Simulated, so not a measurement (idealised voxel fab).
A process module follows: voxel capacitor over wiring.
Cross-sectional view cut (width: 265 nm; square cell size: 5 nm).
How to read a cross-section here: the picture is a grid of square cells, written as bands going from the top down, and any band can span one or more rows of cells. Band entry format. Leading values: height of top, height of bottom, nm. Remainder: materials in left-to-right order, each with its width in nm. Special words: "everywhere" on a single material, which then fills the band edge to edge; "air", empty space. A quick word on heights: they are counted from 0, and under that level the wafer as it came to us is one material throughout. The lowest band is different from the rest in having no bottom; it simply continues downward, written as in "0..down". A width given as "30..40" starts at the first number in the band's top row and ends at the second number in its bottom row, shifting by an equal amount at every step from row to row. What does "no alterations made" mean for a step? It means no cell of the cross-section changed in that step. Heads up: "Enclosed cavity list" only lists the empty pockets with no open path to the top that are 8 cells or more, and it writes them as width x height at distance, distance from the left edge, in nm. Heads up: the bit after the settings on a step's line is the simulator's remark on that step. The line of a step may include "overlay nm". On a step with a mask, this value is how far to the right of its planned place the mask lay. A negative value means the mask lay to the left. Structure of the following material. The material consists of pairs of cross-sections. Each pair comprises the cross-section before one process step and the cross-section after that step, the latter shown only down to the lowest band that changed. The step between the cross-sections is specified beneath each pair, including its settings. Pairs are not necessarily consecutive: they may derive from different runs of this module performed on the same starting wafer. Continuity with the pair above is to be assumed only where the entry headed "Geometry before processing" of the pair in question states it.

**Geometry before processing**
> 95..90 | 105 air  40 aC  120 air
> 90..80 | 90 air  55 aC  120 air
> 80..75 | 90 air  15 aC  40 TiN  120 air
> 75..70 | 90 air  55 TiN  120 air
> 70..65 | 90 SiN  15 TiN  160 SiN
> 65..60 | 90 TiN  15 SiN  160 TiN
> 60..55 | 90 SiCN  15 TiN  160 SiCN
> 55..35 | lowk everywhere
> 35..15 | 80 lowk  25 W  50 lowk  25 W  85 lowk
> 15..10 | 80 lowk  25 TiN  50 lowk  25 TiN  85 lowk
> 10..0 | SiO2 everywhere
> 0..down | Si everywhere
> Enclosed cavity list: none

**Post-Step Section View**
> 95..90 | 105 air  40 aC  120 air
> 90..80 | 90 air  55 aC  120 air
> 80..75 | 90 air  15 aC  40 TiN  120 air
> 75..70 | 90 air  55 TiN  120 air
> 70..65 | 90 air  15 TiN  40 SiN  120 air
> Rest of section, below 65: as before.
> Enclosed cavity list: none
Process step separating the two views above: DIRECTIONAL_ETCH,etch materials SiN,depth nm 5

Geometry before processing: the cross-section after the pair above

**Post-Step Section View**
> 80..70 | 105..90 air  40..55 TiN  120 air
> Rest of section, below 70: as before.
> Enclosed cavity list: none
Process step separating the two views above: STRIP,etch materials aC

Geometry before processing: the cross-section after the pair above

**Post-Step Section View**
> 80..70 | 105..90 air  40..55 TiN  120 air
> 70..65 | 90 air  15 TiN  40 SiN  120 air
> 65..60 | 85 air  5 TiN  15 SiN  45 TiN  115 air
> Rest of section, below 60: as before.
> Enclosed cavity list: none
Process step separating the two views above: MASKED_ETCH,tone cover,mask id LOWER_PLATE,width nm 65,etch materials TiN,depth nm 5,overlay nm 0

Geometry before processing: the cross-section after the pair above

**Post-Step Section View**
> 95..80 | SiO2 everywhere
> 80..70 | 105..90 SiO2  40..55 TiN  120 SiO2
> 70..65 | 90 SiO2  15 TiN  40 SiN  120 SiO2
> 65..60 | 85 SiO2  5 TiN  15 SiN  45 TiN  115 SiO2
> Rest of section, below 60: as before.
> Enclosed cavity list: none
Process step separating the two views above: FILL_DEP,material SiO2,thk nm 15

Geometry before processing: the cross-section after the pair above

**Post-Step Section View**
> 90..80 | SiO2 everywhere
> Rest of section, below 80: as before.
> Enclosed cavity list: none
Process step separating the two views above: CMP,height nm 90

Geometry before processing: the cross-section after the pair above

**Post-Step Section View**
> 105..90 | aC everywhere
> Rest of section, below 90: as before.
> Enclosed cavity list: none
Process step separating the two views above: DIRECTIONAL_DEP,material aC,thk nm 15

Geometry before processing: the cross-section after the pair above

**Post-Step Section View**
> 135..105 | 100 resist  15 air  150 resist
> Rest of section, below 105: as before.
> Enclosed cavity list: none
Process step separating the two views above: PATTERN,tone open,mask id PLUG_2,material resist,width nm 15,thk nm 30,overlay nm 0

Geometry before processing: the cross-section after the pair above

**Post-Step Section View**
> 120..105 | 100 resist  15 air  150 resist
> 105..90 | 100 aC  15 air  150 aC
> Rest of section, below 90: as before.
> Enclosed cavity list: none
Process step separating the two views above: DIRECTIONAL_ETCH,etch materials aC,depth nm 15

Geometry before processing: the cross-section after the pair above

**Post-Step Section View**
> 105..90 | 100 aC  15 air  150 aC
> Rest of section, below 90: as before.
> Enclosed cavity list: none
Process step separating the two views above: STRIP,etch materials resist

Geometry before processing: the cross-section after the pair above

**Post-Step Section View**
> 105..90 | 100 aC  15 air  150 aC
> 90..80 | 100 SiO2  15 air  150 SiO2
> Rest of section, below 80: as before.
> Enclosed cavity list: none
Process step separating the two views above: DIRECTIONAL_ETCH,etch materials SiO2,depth nm 10

Geometry before processing: the cross-section after the pair above

**Post-Step Section View**
> 90..80 | 100 SiO2  15 air  150 SiO2
> Rest of section, below 80: as before.
> Enclosed cavity list: none
Process step separating the two views above: STRIP,etch materials aC

Geometry before processing: the cross-section after the pair above

**Post-Step Section View**
> 95..90 | 105 TiN  5 air  155 TiN
> 90..85 | 100 SiO2  5 TiN  5 air  5 TiN  150 SiO2
> 85..75 | 100..105 SiO2  15..40 TiN  150..120 SiO2
> Rest of section, below 75: as before.
> Enclosed cavity list: none
Process step separating the two views above: CONFORMAL_DEP,material TiN,thk nm 5

Geometry before processing: the cross-section after the pair above

**Post-Step Section View**
> 105..95 | W everywhere
> 95..90 | 105 TiN  5 W  155 TiN
> 90..85 | 100 SiO2  5 TiN  5 W  5 TiN  150 SiO2
> Rest of section, below 85: as before.
> Enclosed cavity list: none
Process step separating the two views above: FILL_DEP,material W,thk nm 10

Geometry before processing: the cross-section after the pair above

**Post-Step Section View**
> 90..85 | 100 SiO2  5 TiN  5 W  5 TiN  150 SiO2
> Rest of section, below 85: as before.
> Enclosed cavity list: none
Process step separating the two views above: CMP,height nm 90

Geometry before processing: the cross-section after the pair above

**Post-Step Section View**
> 95..90 | SiCN everywhere
> Rest of section, below 90: as before.
> Enclosed cavity list: none
Process step separating the two views above: CONFORMAL_DEP,material SiCN,thk nm 5

**Geometry before processing**
> 105..95 | W everywhere
> 95..90 | 105 TiN  5 W  155 TiN
> 90..85 | 100 SiO2  5 TiN  5 W  5 TiN  150 SiO2
> 85..80 | 100 SiO2  15 TiN  150 SiO2
> 80..70 | 90 SiO2  55 TiN  120 SiO2
> 70..65 | 90 SiO2  55 SiN  120 SiO2
> 65..60 | 85 SiO2  65 TiN  115 SiO2
> 60..40 | 90 lowk  15 Ru  160 lowk
> 40..35 | 90 SiCN  15 Ru  160 SiCN
> 35..15 | 80 lowk  25 W  50 lowk  25 W  85 lowk
> 15..10 | 80 lowk  25 TiN  50 lowk  25 TiN  85 lowk
> 10..0 | SiO2 everywhere
> 0..down | Si everywhere
> Enclosed cavity list: none

**Post-Step Section View**
> 85..80 | 100 SiO2  15 TiN  150 SiO2
> Rest of section, below 80: as before.
> Enclosed cavity list: none
Process step separating the two views above: CMP,height nm 85

Geometry before processing: the cross-section after the pair above

**Post-Step Section View**
> 90..85 | SiCN everywhere
> Rest of section, below 85: as before.
> Enclosed cavity list: none
Process step separating the two views above: CONFORMAL_DEP,material SiCN,thk nm 5

**Geometry before processing**
> 75..60 | aC everywhere
> 60..40 | lowk everywhere
> 40..35 | SiCN everywhere
> 35..15 | 80 lowk  25 W  50 lowk  25 W  85 lowk
> 15..10 | 80 lowk  25 TiN  50 lowk  25 TiN  85 lowk
> 10..0 | SiO2 everywhere
> 0..down | Si everywhere
> Enclosed cavity list: none

**Post-Step Section View**
> 105..75 | 85 resist  25 air  155 resist
> Rest of section, below 75: as before.
> Enclosed cavity list: none
Process step separating the two views above: PATTERN,tone open,mask id PLUG_1,material resist,width nm 25,thk nm 30,overlay nm 0

Geometry before processing: the cross-section after the pair above

**Post-Step Section View**
> 90..75 | 85 resist  25 air  155 resist
> 75..60 | 85 aC  25 air  155 aC
> Rest of section, below 60: as before.
> Enclosed cavity list: none
Process step separating the two views above: DIRECTIONAL_ETCH,etch materials aC,depth nm 15

Geometry before processing: the cross-section after the pair above

**Post-Step Section View**
> 75..60 | 85 aC  25 air  155 aC
> Rest of section, below 60: as before.
> Enclosed cavity list: none
Process step separating the two views above: STRIP,etch materials resist

Geometry before processing: the cross-section after the pair above

**Post-Step Section View**
> 75..60 | 85 aC  25 air  155 aC
> 60..40 | 85 lowk  25 air  155 lowk
> Rest of section, below 40: as before.
> Enclosed cavity list: none
Process step separating the two views above: DIRECTIONAL_ETCH,etch materials lowk,depth nm 20

Geometry before processing: the cross-section after the pair above

**Post-Step Section View**
> 75..60 | 85 aC  25 air  155 aC
> 60..40 | 85 lowk  25 air  155 lowk
> 40..35 | 85 SiCN  25 air  155 SiCN
> Rest of section, below 35: as before.
> Enclosed cavity list: none
Process step separating the two views above: DIRECTIONAL_ETCH,etch materials SiCN,depth nm 5

Geometry before processing: the cross-section after the pair above

**Post-Step Section View**
> 60..40 | 85 lowk  25 air  155 lowk
> Rest of section, below 40: as before.
> Enclosed cavity list: none
Process step separating the two views above: STRIP,etch materials aC

Geometry before processing: the cross-section after the pair above

**Post-Step Section View**
> 60..45 | 85 lowk  25 air  155 lowk
> 45..40 | 85 lowk  25 Ru  155 lowk
> 40..35 | 85 SiCN  25 Ru  155 SiCN
> Rest of section, below 35: as before.
> Enclosed cavity list: none
Process step separating the two views above: EPI,material Ru,thk nm 10

Geometry before processing: the cross-section after the pair above

**Post-Step Section View**
> 60..55 | 85 lowk  25 air  155 lowk
> 55..40 | 85 lowk  25 Ru  155 lowk
> Rest of section, below 40: as before.
> Enclosed cavity list: none
Process step separating the two views above: EPI,material Ru,thk nm 10

Geometry before processing: the cross-section after the pair above

**Post-Step Section View**
> 60..40 | 85 lowk  25 Ru  155 lowk
> Rest of section, below 40: as before.
> Enclosed cavity list: none
Process step separating the two views above: EPI,material Ru,thk nm 5

Geometry before processing: the cross-section after the pair above

**Post-Step Section View**
> 65..60 | TiN everywhere
> Rest of section, below 60: as before.
> Enclosed cavity list: none
Process step separating the two views above: DIRECTIONAL_DEP,material TiN,thk nm 5

Geometry before processing: the cross-section after the pair above

**Post-Step Section View**
> 70..65 | SiN everywhere
> Rest of section, below 65: as before.
> Enclosed cavity list: none
Process step separating the two views above: DIRECTIONAL_DEP,material SiN,thk nm 5

Geometry before processing: the cross-section after the pair above

**Post-Step Section View**
> 80..70 | TiN everywhere
> Rest of section, below 70: as before.
> Enclosed cavity list: none
Process step separating the two views above: DIRECTIONAL_DEP,material TiN,thk nm 10

Geometry before processing: the cross-section after the pair above

**Post-Step Section View**
> 95..80 | aC everywhere
> Rest of section, below 80: as before.
> Enclosed cavity list: none
Process step separating the two views above: DIRECTIONAL_DEP,material aC,thk nm 15

Geometry before processing: the cross-section after the pair above

**Post-Step Section View**
> 125..95 | 90 air  55 resist  120 air
> Rest of section, below 95: as before.
> Enclosed cavity list: none
Process step separating the two views above: PATTERN,tone cover,mask id UPPER_PLATE,material resist,width nm 55,thk nm 30,overlay nm 0

Geometry before processing: the cross-section after the pair above

**Post-Step Section View**
> 110..95 | 90 air  55 resist  120 air
> 95..80 | 90 air  55 aC  120 air
> Rest of section, below 80: as before.
> Enclosed cavity list: none
Process step separating the two views above: DIRECTIONAL_ETCH,etch materials aC,depth nm 15

Geometry before processing: the cross-section after the pair above

**Post-Step Section View**
> 95..80 | 90 air  55 aC  120 air
> Rest of section, below 80: as before.
> Enclosed cavity list: none
Process step separating the two views above: STRIP,etch materials resist

Geometry before processing: the cross-section after the pair above

**Post-Step Section View**
> 95..80 | 90 air  55 aC  120 air
> 80..70 | 90 air  55 TiN  120 air
> Rest of section, below 70: as before.
> Enclosed cavity list: none
Process step separating the two views above: DIRECTIONAL_ETCH,etch materials TiN,depth nm 10

Geometry before processing: the cross-section after the pair above

**Post-Step Section View**
> 95..80 | 90 air  55 aC  120 air
> 80..70 | 90 air  55 TiN  120 air
> 70..65 | 90 air  55 SiN  120 air
> Rest of section, below 65: as before.
> Enclosed cavity list: none
Process step separating the two views above: DIRECTIONAL_ETCH,etch materials SiN,depth nm 5

Geometry before processing: the cross-section after the pair above

**Post-Step Section View**
> 80..70 | 90 air  55 TiN  120 air
> Rest of section, below 70: as before.
> Enclosed cavity list: none
Process step separating the two views above: STRIP,etch materials aC

Geometry before processing: the cross-section after the pair above

**Post-Step Section View**
> 80..70 | 90 air  55 TiN  120 air
> 70..65 | 90 air  55 SiN  120 air
> 65..60 | 85 air  65 TiN  115 air
> Rest of section, below 60: as before.
> Enclosed cavity list: none
Process step separating the two views above: MASKED_ETCH,tone cover,mask id LOWER_PLATE,width nm 65,etch materials TiN,depth nm 5,overlay nm 0

Geometry before processing: the cross-section after the pair above

**Post-Step Section View**
> 95..80 | SiO2 everywhere
> 80..70 | 90 SiO2  55 TiN  120 SiO2
> 70..65 | 90 SiO2  55 SiN  120 SiO2
> 65..60 | 85 SiO2  65 TiN  115 SiO2
> Rest of section, below 60: as before.
> Enclosed cavity list: none
Process step separating the two views above: FILL_DEP,material SiO2,thk nm 15

Geometry before processing: the cross-section after the pair above

**Post-Step Section View**
> 90..80 | SiO2 everywhere
> Rest of section, below 80: as before.
> Enclosed cavity list: none
Process step separating the two views above: CMP,height nm 90

Geometry before processing: the cross-section after the pair above

**Post-Step Section View**
> 105..90 | aC everywhere
> Rest of section, below 90: as before.
> Enclosed cavity list: none
Process step separating the two views above: DIRECTIONAL_DEP,material aC,thk nm 15

Geometry before processing: the cross-section after the pair above

**Post-Step Section View**
> 135..105 | 100 resist  15 air  150 resist
> Rest of section, below 105: as before.
> Enclosed cavity list: none
Process step separating the two views above: PATTERN,tone open,mask id PLUG_2,material resist,width nm 15,thk nm 30,overlay nm 0

Geometry before processing: the cross-section after the pair above

**Post-Step Section View**
> 120..105 | 100 resist  15 air  150 resist
> 105..90 | 100 aC  15 air  150 aC
> Rest of section, below 90: as before.
> Enclosed cavity list: none
Process step separating the two views above: DIRECTIONAL_ETCH,etch materials aC,depth nm 15

Geometry before processing: the cross-section after the pair above

**Post-Step Section View**
> 105..90 | 100 aC  15 air  150 aC
> Rest of section, below 90: as before.
> Enclosed cavity list: none
Process step separating the two views above: STRIP,etch materials resist

Geometry before processing: the cross-section after the pair above

**Post-Step Section View**
> 105..90 | 100 aC  15 air  150 aC
> 90..80 | 100 SiO2  15 air  150 SiO2
> Rest of section, below 80: as before.
> Enclosed cavity list: none
Process step separating the two views above: DIRECTIONAL_ETCH,etch materials SiO2,depth nm 10

Geometry before processing: the cross-section after the pair above

**Post-Step Section View**
> 90..80 | 100 SiO2  15 air  150 SiO2
> Rest of section, below 80: as before.
> Enclosed cavity list: none
Process step separating the two views above: STRIP,etch materials aC

Geometry before processing: the cross-section after the pair above

**Post-Step Section View**
> 95..90 | 105 TiN  5 air  155 TiN
> 90..85 | 100 SiO2  5 TiN  5 air  5 TiN  150 SiO2
> 85..80 | 100 SiO2  15 TiN  150 SiO2
> Rest of section, below 80: as before.
> Enclosed cavity list: none
Process step separating the two views above: CONFORMAL_DEP,material TiN,thk nm 5

Geometry before processing: the cross-section after the pair above

**Post-Step Section View**
> 105..95 | W everywhere
> 95..90 | 105 TiN  5 W  155 TiN
> 90..85 | 100 SiO2  5 TiN  5 W  5 TiN  150 SiO2
> Rest of section, below 85: as before.
> Enclosed cavity list: none
Process step separating the two views above: FILL_DEP,material W,thk nm 10

Geometry before processing: the cross-section after the pair above

**Post-Step Section View**
> 90..85 | 100 SiO2  5 TiN  5 W  5 TiN  150 SiO2
> Rest of section, below 85: as before.
> Enclosed cavity list: none
Process step separating the two views above: CMP,height nm 90

Geometry before processing: the cross-section after the pair above

**Post-Step Section View**
> 95..90 | SiCN everywhere
> Rest of section, below 90: as before.
> Enclosed cavity list: none
Process step separating the two views above: CONFORMAL_DEP,material SiCN,thk nm 5

**Geometry before processing**
> 75..60 | aC everywhere
> 60..40 | lowk everywhere
> 40..35 | SiCN everywhere
> 35..15 | 80 lowk  25 W  50 lowk  25 W  85 lowk
> 15..10 | 80 lowk  25 TiN  50 lowk  25 TiN  85 lowk
> 10..0 | SiO2 everywhere
> 0..down | Si everywhere
> Enclosed cavity list: none

**Post-Step Section View**
> 105..75 | 95 resist  15 air  155 resist
> Rest of section, below 75: as before.
> Enclosed cavity list: none
Process step separating the two views above: PATTERN,tone open,mask id PLUG_1,material resist,width nm 15,thk nm 30,overlay nm 5

Geometry before processing: the cross-section after the pair above

**Post-Step Section View**
> 90..75 | 95 resist  15 air  155 resist
> 75..60 | 95 aC  15 air  155 aC
> Rest of section, below 60: as before.
> Enclosed cavity list: none
Process step separating the two views above: DIRECTIONAL_ETCH,etch materials aC,depth nm 15

Geometry before processing: the cross-section after the pair above

**Post-Step Section View**
> 75..60 | 95 aC  15 air  155 aC
> Rest of section, below 60: as before.
> Enclosed cavity list: none
Process step separating the two views above: STRIP,etch materials resist

Geometry before processing: the cross-section after the pair above

**Post-Step Section View**
> 75..60 | 95 aC  15 air  155 aC
> 60..40 | 95 lowk  15 air  155 lowk
> Rest of section, below 40: as before.
> Enclosed cavity list: none
Process step separating the two views above: DIRECTIONAL_ETCH,etch materials lowk,depth nm 20

Geometry before processing: the cross-section after the pair above

**Post-Step Section View**
> 75..60 | 95 aC  15 air  155 aC
> 60..40 | 95 lowk  15 air  155 lowk
> 40..35 | 95 SiCN  15 air  155 SiCN
> Rest of section, below 35: as before.
> Enclosed cavity list: none
Process step separating the two views above: DIRECTIONAL_ETCH,etch materials SiCN,depth nm 5

Geometry before processing: the cross-section after the pair above

**Post-Step Section View**
> 60..40 | 95 lowk  15 air  155 lowk
> Rest of section, below 40: as before.
> Enclosed cavity list: none
Process step separating the two views above: STRIP,etch materials aC

Geometry before processing: the cross-section after the pair above

**Post-Step Section View**
> 60..45 | 95 lowk  15 air  155 lowk
> 45..40 | 95 lowk  15 Ru  155 lowk
> 40..35 | 95 SiCN  15 Ru  155 SiCN
> Rest of section, below 35: as before.
> Enclosed cavity list: none
Process step separating the two views above: EPI,material Ru,thk nm 10

Geometry before processing: the cross-section after the pair above

**Post-Step Section View**
> 60..55 | 95 lowk  15 air  155 lowk
> 55..40 | 95 lowk  15 Ru  155 lowk
> Rest of section, below 40: as before.
> Enclosed cavity list: none
Process step separating the two views above: EPI,material Ru,thk nm 10

Geometry before processing: the cross-section after the pair above

**Post-Step Section View**
> 60..40 | 95 lowk  15 Ru  155 lowk
> Rest of section, below 40: as before.
> Enclosed cavity list: none
Process step separating the two views above: EPI,material Ru,thk nm 5

Geometry before processing: the cross-section after the pair above

**Post-Step Section View**
> 65..60 | TiN everywhere
> Rest of section, below 60: as before.
> Enclosed cavity list: none
Process step separating the two views above: DIRECTIONAL_DEP,material TiN,thk nm 5

Geometry before processing: the cross-section after the pair above

**Post-Step Section View**
> 70..65 | SiN everywhere
> Rest of section, below 65: as before.
> Enclosed cavity list: none
Process step separating the two views above: DIRECTIONAL_DEP,material SiN,thk nm 5

Geometry before processing: the cross-section after the pair above

**Post-Step Section View**
> 80..70 | TiN everywhere
> Rest of section, below 70: as before.
> Enclosed cavity list: none
Process step separating the two views above: DIRECTIONAL_DEP,material TiN,thk nm 10

Geometry before processing: the cross-section after the pair above

**Post-Step Section View**
> 95..80 | aC everywhere
> Rest of section, below 80: as before.
> Enclosed cavity list: none
Process step separating the two views above: DIRECTIONAL_DEP,material aC,thk nm 15

Geometry before processing: the cross-section after the pair above

**Post-Step Section View**
> 125..95 | 90 air  55 resist  120 air
> Rest of section, below 95: as before.
> Enclosed cavity list: none
Process step separating the two views above: PATTERN,tone cover,mask id UPPER_PLATE,material resist,width nm 55,thk nm 30,overlay nm 0

Geometry before processing: the cross-section after the pair above

**Post-Step Section View**
> 110..95 | 90 air  55 resist  120 air
> 95..80 | 90 air  55 aC  120 air
> Rest of section, below 80: as before.
> Enclosed cavity list: none
Process step separating the two views above: DIRECTIONAL_ETCH,etch materials aC,depth nm 15

Geometry before processing: the cross-section after the pair above

**Post-Step Section View**
> 95..80 | 90 air  55 aC  120 air
> Rest of section, below 80: as before.
> Enclosed cavity list: none
Process step separating the two views above: STRIP,etch materials resist

Geometry before processing: the cross-section after the pair above

**Post-Step Section View**
> 95..80 | 90 air  55 aC  120 air
> 80..70 | 90 air  55 TiN  120 air
> Rest of section, below 70: as before.
> Enclosed cavity list: none
Process step separating the two views above: DIRECTIONAL_ETCH,etch materials TiN,depth nm 10

Geometry before processing: the cross-section after the pair above

**Post-Step Section View**
> 95..80 | 90 air  55 aC  120 air
> 80..70 | 90 air  55 TiN  120 air
> 70..65 | 90 air  55 SiN  120 air
> Rest of section, below 65: as before.
> Enclosed cavity list: none
Process step separating the two views above: DIRECTIONAL_ETCH,etch materials SiN,depth nm 5

Geometry before processing: the cross-section after the pair above

**Post-Step Section View**
> 80..70 | 90 air  55 TiN  120 air
> Rest of section, below 70: as before.
> Enclosed cavity list: none
Process step separating the two views above: STRIP,etch materials aC

Geometry before processing: the cross-section after the pair above

**Post-Step Section View**
> 80..70 | 90 air  55 TiN  120 air
> 70..65 | 90 air  55 SiN  120 air
> 65..60 | 85 air  65 TiN  115 air
> Rest of section, below 60: as before.
> Enclosed cavity list: none
Process step separating the two views above: MASKED_ETCH,tone cover,mask id LOWER_PLATE,width nm 65,etch materials TiN,depth nm 5,overlay nm 0

Geometry before processing: the cross-section after the pair above

**Post-Step Section View**
> 95..80 | SiO2 everywhere
> 80..70 | 90 SiO2  55 TiN  120 SiO2
> 70..65 | 90 SiO2  55 SiN  120 SiO2
> 65..60 | 85 SiO2  65 TiN  115 SiO2
> Rest of section, below 60: as before.
> Enclosed cavity list: none
Process step separating the two views above: FILL_DEP,material SiO2,thk nm 15

Geometry before processing: the cross-section after the pair above

**Post-Step Section View**
> 90..80 | SiO2 everywhere
> Rest of section, below 80: as before.
> Enclosed cavity list: none
Process step separating the two views above: CMP,height nm 90

Geometry before processing: the cross-section after the pair above

**Post-Step Section View**
> 105..90 | aC everywhere
> Rest of section, below 90: as before.
> Enclosed cavity list: none
Process step separating the two views above: DIRECTIONAL_DEP,material aC,thk nm 15

Geometry before processing: the cross-section after the pair above

**Post-Step Section View**
> 135..105 | 100 resist  15 air  150 resist
> Rest of section, below 105: as before.
> Enclosed cavity list: none
Process step separating the two views above: PATTERN,tone open,mask id PLUG_2,material resist,width nm 15,thk nm 30,overlay nm 0

Geometry before processing: the cross-section after the pair above

**Post-Step Section View**
> 120..105 | 100 resist  15 air  150 resist
> 105..90 | 100 aC  15 air  150 aC
> Rest of section, below 90: as before.
> Enclosed cavity list: none
Process step separating the two views above: DIRECTIONAL_ETCH,etch materials aC,depth nm 15

Geometry before processing: the cross-section after the pair above

**Post-Step Section View**
> 105..90 | 100 aC  15 air  150 aC
> Rest of section, below 90: as before.
> Enclosed cavity list: none
Process step separating the two views above: STRIP,etch materials resist

Geometry before processing: the cross-section after the pair above

**Post-Step Section View**
> 105..90 | 100 aC  15 air  150 aC
> 90..80 | 100 SiO2  15 air  150 SiO2
> Rest of section, below 80: as before.
> Enclosed cavity list: none
Process step separating the two views above: DIRECTIONAL_ETCH,etch materials SiO2,depth nm 10

Geometry before processing: the cross-section after the pair above

**Post-Step Section View**
> 90..80 | 100 SiO2  15 air  150 SiO2
> Rest of section, below 80: as before.
> Enclosed cavity list: none
Process step separating the two views above: STRIP,etch materials aC

Geometry before processing: the cross-section after the pair above

**Post-Step Section View**
> 95..90 | 105 TiN  5 air  155 TiN
> 90..85 | 100 SiO2  5 TiN  5 air  5 TiN  150 SiO2
> 85..80 | 100 SiO2  15 TiN  150 SiO2
> Rest of section, below 80: as before.
> Enclosed cavity list: none
Process step separating the two views above: CONFORMAL_DEP,material TiN,thk nm 5

Geometry before processing: the cross-section after the pair above

**Post-Step Section View**
> 105..95 | W everywhere
> 95..90 | 105 TiN  5 W  155 TiN
> 90..85 | 100 SiO2  5 TiN  5 W  5 TiN  150 SiO2
> Rest of section, below 85: as before.
> Enclosed cavity list: none
Process step separating the two views above: FILL_DEP,material W,thk nm 10

Geometry before processing: the cross-section after the pair above

**Post-Step Section View**
> 90..85 | 100 SiO2  5 TiN  5 W  5 TiN  150 SiO2
> Rest of section, below 85: as before.
> Enclosed cavity list: none
Process step separating the two views above: CMP,height nm 90

Geometry before processing: the cross-section after the pair above

**Post-Step Section View**
> 95..90 | SiCN everywhere
> Rest of section, below 90: as before.
> Enclosed cavity list: none
Process step separating the two views above: CONFORMAL_DEP,material SiCN,thk nm 5

**Geometry before processing**
> 0..down | Si everywhere
> Enclosed cavity list: none

**Post-Step Section View**
> 10..0 | lowk everywhere
> Rest of section, below 0: as before.
> Enclosed cavity list: none
Process step separating the two views above: CONFORMAL_DEP,material lowk,thk nm 10

Geometry before processing: the cross-section after the pair above

**Post-Step Section View**
> 15..10 | TiN everywhere
> Rest of section, below 10: as before.
> Enclosed cavity list: none
Process step separating the two views above: DIRECTIONAL_DEP,material TiN,thk nm 5

Geometry before processing: the cross-section after the pair above

**Post-Step Section View**
> 35..15 | W everywhere
> Rest of section, below 15: as before.
> Enclosed cavity list: none
Process step separating the two views above: DIRECTIONAL_DEP,material W,thk nm 20

Geometry before processing: the cross-section after the pair above

**Post-Step Section View**
> 55..35 | 80 air  25 resist  50 air  25 resist  85 air
> Rest of section, below 35: as before.
> Enclosed cavity list: none
Process step separating the two views above: PATTERN,tone cover,mask id METAL_1,material resist,width nm 25,pitch nm 75,thk nm 20,overlay nm 0

Geometry before processing: the cross-section after the pair above

**Post-Step Section View**
> 55..35 | 80 air  25 resist  50 air  25 resist  85 air
> 35..15 | 80 air  25 W  50 air  25 W  85 air
> Rest of section, below 15: as before.
> Enclosed cavity list: none
Process step separating the two views above: DIRECTIONAL_ETCH,etch materials W,depth nm 20

Geometry before processing: the cross-section after the pair above

**Post-Step Section View**
> 55..35 | 80 air  25 resist  50 air  25 resist  85 air
> 35..15 | 80 air  25 W  50 air  25 W  85 air
> 15..10 | 80 air  25 TiN  50 air  25 TiN  85 air
> Rest of section, below 10: as before.
> Enclosed cavity list: none
Process step separating the two views above: DIRECTIONAL_ETCH,etch materials TiN,depth nm 5

Geometry before processing: the cross-section after the pair above

**Post-Step Section View**
> 35..15 | 80 air  25 W  50 air  25 W  85 air
> Rest of section, below 15: as before.
> Enclosed cavity list: none
Process step separating the two views above: STRIP,etch materials resist

Geometry before processing: the cross-section after the pair above

**Post-Step Section View**
> 45..35 | lowk everywhere
> 35..15 | 80 lowk  25 W  50 lowk  25 W  85 lowk
> 15..10 | 80 lowk  25 TiN  50 lowk  25 TiN  85 lowk
> Rest of section, below 10: as before.
> Enclosed cavity list: none
Process step separating the two views above: FILL_DEP,material lowk,thk nm 10

Geometry before processing: the cross-section after the pair above

**Post-Step Section View**
> 35..15 | 80 lowk  25 W  50 lowk  25 W  85 lowk
> Rest of section, below 15: as before.
> Enclosed cavity list: none
Process step separating the two views above: CMP,height nm 35

Geometry before processing: the cross-section after the pair above

**Post-Step Section View**
> 40..35 | SiCN everywhere
> Rest of section, below 35: as before.
> Enclosed cavity list: none
Process step separating the two views above: CONFORMAL_DEP,material SiCN,thk nm 5

Geometry before processing: the cross-section after the pair above

**Post-Step Section View**
> 60..40 | lowk everywhere
> Rest of section, below 40: as before.
> Enclosed cavity list: none
Process step separating the two views above: DIRECTIONAL_DEP,material lowk,thk nm 20

Geometry before processing: the cross-section after the pair above

**Post-Step Section View**
> 75..60 | aC everywhere
> Rest of section, below 60: as before.
> Enclosed cavity list: none
Process step separating the two views above: DIRECTIONAL_DEP,material aC,thk nm 15

Geometry before processing: the cross-section after the pair above

**Post-Step Section View**
> 105..75 | 90 resist  15 air  160 resist
> Rest of section, below 75: as before.
> Enclosed cavity list: none
Process step separating the two views above: PATTERN,tone open,mask id PLUG_1,material resist,width nm 15,thk nm 30,overlay nm 0

Geometry before processing: the cross-section after the pair above

**Post-Step Section View**
> 90..75 | 90 resist  15 air  160 resist
> 75..60 | 90 aC  15 air  160 aC
> Rest of section, below 60: as before.
> Enclosed cavity list: none
Process step separating the two views above: DIRECTIONAL_ETCH,etch materials aC,depth nm 15

Geometry before processing: the cross-section after the pair above

**Post-Step Section View**
> 75..60 | 90 aC  15 air  160 aC
> Rest of section, below 60: as before.
> Enclosed cavity list: none
Process step separating the two views above: STRIP,etch materials resist

Geometry before processing: the cross-section after the pair above

**Post-Step Section View**
> 75..60 | 90 aC  15 air  160 aC
> 60..40 | 90 lowk  15 air  160 lowk
> Rest of section, below 40: as before.
> Enclosed cavity list: none
Process step separating the two views above: DIRECTIONAL_ETCH,etch materials lowk,depth nm 20

Geometry before processing: the cross-section after the pair above

**Post-Step Section View**
> 75..60 | 90 aC  15 air  160 aC
> 60..40 | 90 lowk  15 air  160 lowk
> 40..35 | 90 SiCN  15 air  160 SiCN
> Rest of section, below 35: as before.
> Enclosed cavity list: none
Process step separating the two views above: DIRECTIONAL_ETCH,etch materials SiCN,depth nm 5

Geometry before processing: the cross-section after the pair above

**Post-Step Section View**
> 60..40 | 90 lowk  15 air  160 lowk
> Rest of section, below 40: as before.
> Enclosed cavity list: none
Process step separating the two views above: STRIP,etch materials aC

Geometry before processing: the cross-section after the pair above

**Post-Step Section View**
> 60..45 | 90 lowk  15 air  160 lowk
> 45..40 | 90 lowk  15 Ru  160 lowk
> 40..35 | 90 SiCN  15 Ru  160 SiCN
> Rest of section, below 35: as before.
> Enclosed cavity list: none
Process step separating the two views above: EPI,material Ru,thk nm 10

Geometry before processing: the cross-section after the pair above

**Post-Step Section View**
> 60..55 | 90 lowk  15 air  160 lowk
> 55..40 | 90 lowk  15 Ru  160 lowk
> Rest of section, below 40: as before.
> Enclosed cavity list: none
Process step separating the two views above: EPI,material Ru,thk nm 10

Geometry before processing: the cross-section after the pair above

**Post-Step Section View**
> 60..40 | 90 lowk  15 Ru  160 lowk
> Rest of section, below 40: as before.
> Enclosed cavity list: none
Process step separating the two views above: EPI,material Ru,thk nm 5
